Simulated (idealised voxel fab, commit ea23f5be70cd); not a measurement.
process module | voxel released beams
cross-section cut | 225 nm wide | cells 5 nm
A cross-section is a grid of square cells, given in bands from the top down. A band is one or more rows of cells.
Each band's line starts with the height of the band's top and of its bottom, in nm. Then come its materials from left to right, each with its width in nm. One material with "throughout" fills the band from edge to edge. "air" is empty space.
Height 0 is the level under which the wafer as received is all one material. The lowest band goes on downwards, as in "0 down".
A width such as "30 to 40" changes by the same amount from each row of cells to the next, from the band's top row to its bottom row.
"no change" after a step means that no cell of the cross-section changed.
closed voids: empty space of 8 cells or more with no open way to the top, each as width x height at its distance from the left edge, in nm
after a step's settings: what the simulator itself notes on the step
overlay nm, on a step with a mask: how far to the right of its planned place the mask lay; to the left if negative
plan
1 op RECEIVE | material Si
2 op CONFORMAL_DEP | material Al2O3 | thk nm 10
3 op DIRECTIONAL_DEP | material SiO2 | thk nm 15
4 op MASKED_ETCH | tone open | mask id ANCHOR | width nm 45 | etch materials SiO2 | depth nm 15 | overlay nm 0
5 op CONFORMAL_DEP | material polySi | thk nm 15
6 op MASKED_ETCH | tone cover | mask id BEAM | width nm 100 | etch materials polySi | depth nm 15 | overlay nm 0
7 op STRIP | etch materials SiO2
as received, after step 1
  0 down: Si throughout
  closed voids: none
first wafer at the end, as planned
  40 to 25: air 60 | polySi 20 | air 15 | polySi 65 | air 65
  25 to 10: air 65 | polySi 45 | air 115
  10 to 0: Al2O3 throughout
  0 down: Si throughout
  closed voids: none
second wafer at the end: like start, like plan, one mistake
  0 down: Si throughout
  closed voids: none
what went wrong: step 2 ran as: op CONFORMAL_DEP | material SiO2 | thk nm 10
at the end the second wafer has, in cells: 90 fewer of Al2O3 | 78 fewer of polySi
